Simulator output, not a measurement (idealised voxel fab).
The following is a process module called voxel spacer lines.
cross-section cut | 250 nm wide | cells 5 nm
Throughout this document, each cross-section is represented as a grid of square cells and is presented as a sequence of bands enumerated from the top downward, where a band comprises one or more rows of cells. The band entry comprises the height of the band's top followed by the height of its bottom, expressed in nm, and subsequently the band's materials from left to right, each stated together with its width in nm. Where a single material is marked with the word "throughout", that material fills the band from edge to edge. The word "air" represents empty space. A quick word on heights: they are counted from 0, and under that level the wafer as it came to us is one material throughout. The lowest band is different from the rest in having no bottom; it simply continues downward, written as in "0 down". You'd read "30..40" like this: the band's top row of cells is as wide as the first number, its bottom row is as wide as the second, and going down, every row changes width by the same amount as the row before did. No cell of the cross-section changed in a step that is given as "same as before". Trapped cavities: empty space of 8 cells or more with no open way to the top, each as width x height at its distance from the left edge, in nm. Formally, on a step line, whatever follows the settings is a remark that the simulator itself makes on the step. overlay nm: where the mask lay relative to plan, measured to the right, on steps with a mask; negatives go left.

**plan**
1 RECEIVE: material Si
2 CONFORMAL_DEP: material Al2O3, thk nm 10
3 DIRECTIONAL_DEP: material W, thk nm 10
4 DIRECTIONAL_DEP: material aC, thk nm 25
5 PATTERN: tone cover, mask id MANDREL, material resist, width nm 15, pitch nm 60, thk nm 30, overlay nm 0
6 DIRECTIONAL_ETCH: etch materials aC, depth nm 25
7 STRIP: etch materials resist
8 CONFORMAL_DEP: material SiO2, thk nm 15
9 DIRECTIONAL_ETCH: etch materials SiO2, depth nm 15
10 STRIP: etch materials aC
11 DIRECTIONAL_ETCH: etch materials W, depth nm 10
12 STRIP: etch materials SiO2
13 FILL_DEP: material SiO2, thk nm 10
14 CMP: height nm 20

**First of two wafers - as planned**

**Here's what the wafer looked like in cross-section when it arrived - that's after step 1**
	0 down  Si throughout
	Trapped cavities: none

**Cross-section of the wafer after step 2**
	10 to 0  Al2O3 throughout
	Nothing below the height 0 has changed.

**Cross-section of the wafer after step 3**
	20 to 10  W throughout
	Nothing below the height 10 has changed.

**Cross-section of the wafer after step 4**
	45 to 20  aC throughout
	Nothing below the height 20 has changed.

**Cross-section of the wafer after step 5**
	75 to 45  air=85 | resist=15 | air=45 | resist=15 | air=90
	Nothing below the height 45 has changed.

**Cross-section of the wafer after step 6**
	50 to 45  air=85 | resist=15 | air=45 | resist=15 | air=90
	45 to 20  air=85 | aC=15 | air=45 | aC=15 | air=90
	Nothing below the height 20 has changed.

**Cross-section of the wafer after step 7**
	45 to 20  air=85 | aC=15 | air=45 | aC=15 | air=90
	Nothing below the height 20 has changed.

**Cross-section of the wafer after step 8**
	60 to 45  air=70 | SiO2=45 | air=15 | SiO2=45 | air=75
	45 to 35  air=70 | SiO2=15 | aC=15 | SiO2=15 | air=15 | SiO2=15 | aC=15 | SiO2=15 | air=75
	35 to 20  SiO2=85 | aC=15 | SiO2=45 | aC=15 | SiO2=90
	Nothing below the height 20 has changed.

**Cross-section of the wafer after step 9**
	45 to 20  air=70 | SiO2=15 | aC=15 | SiO2=15 | air=15 | SiO2=15 | aC=15 | SiO2=15 | air=75
	Nothing below the height 20 has changed.

**Cross-section of the wafer after step 10**
	45 to 20  air=70 | SiO2=15 | air=15 | SiO2=15 | air=15 | SiO2=15 | air=15 | SiO2=15 | air=75
	Nothing below the height 20 has changed.

**Cross-section of the wafer after step 11**
	45 to 20  air=70 | SiO2=15 | air=15 | SiO2=15 | air=15 | SiO2=15 | air=15 | SiO2=15 | air=75
	20 to 10  air=70 | W=15 | air=15 | W=15 | air=15 | W=15 | air=15 | W=15 | air=75
	Nothing below the height 10 has changed.

**Cross-section of the wafer after step 12**
	20 to 10  air=70 | W=15 | air=15 | W=15 | air=15 | W=15 | air=15 | W=15 | air=75
	Nothing below the height 10 has changed.

**Cross-section of the wafer after step 13**
	30 to 20  SiO2 throughout
	20 to 10  SiO2=70 | W=15 | SiO2=15 | W=15 | SiO2=15 | W=15 | SiO2=15 | W=15 | SiO2=75
	Nothing below the height 10 has changed.

**Cross-section of the wafer after step 14**
	20 to 10  SiO2=70 | W=15 | SiO2=15 | W=15 | SiO2=15 | W=15 | SiO2=15 | W=15 | SiO2=75
	Nothing below the height 10 has changed.

**The second wafer: identical to the first at the outset and in its planned sequence, differing only in that one mistake was made during processing; up to and including step 10, its path is the first wafer's path**

**Second wafer: cross-section at the scheduled end of step 11**
	45 to 20  air=70 | SiO2=15 | air=15 | SiO2=15 | air=15 | SiO2=15 | air=15 | SiO2=15 | air=75
	20 to 10  air=70 | W=15 | air=15 | W=15 | air=15 | W=15 | air=15 | W=15 | air=75
	Nothing below the height 10 has changed.

**Second wafer: cross-section at the scheduled end of step 12**
	20 to 10  air=70 | W=15 | air=15 | W=15 | air=15 | W=15 | air=15 | W=15 | air=75
	Nothing below the height 10 has changed.

**Second wafer: cross-section at the scheduled end of step 13**
	30 to 20  SiO2 throughout
	20 to 10  SiO2=70 | W=15 | SiO2=15 | W=15 | SiO2=15 | W=15 | SiO2=15 | W=15 | SiO2=75
	Nothing below the height 10 has changed.

**Second wafer: cross-section at the scheduled end of step 14**
	20 to 10  SiO2=70 | W=15 | SiO2=15 | W=15 | SiO2=15 | W=15 | SiO2=15 | W=15 | SiO2=75
	Nothing below the height 10 has changed.
Deviation from plan: step 11 of the plan was executed twice over
The two wafers come out with the same cross-section, meaning that, for this model, the mistake has no consequence in the computed result.
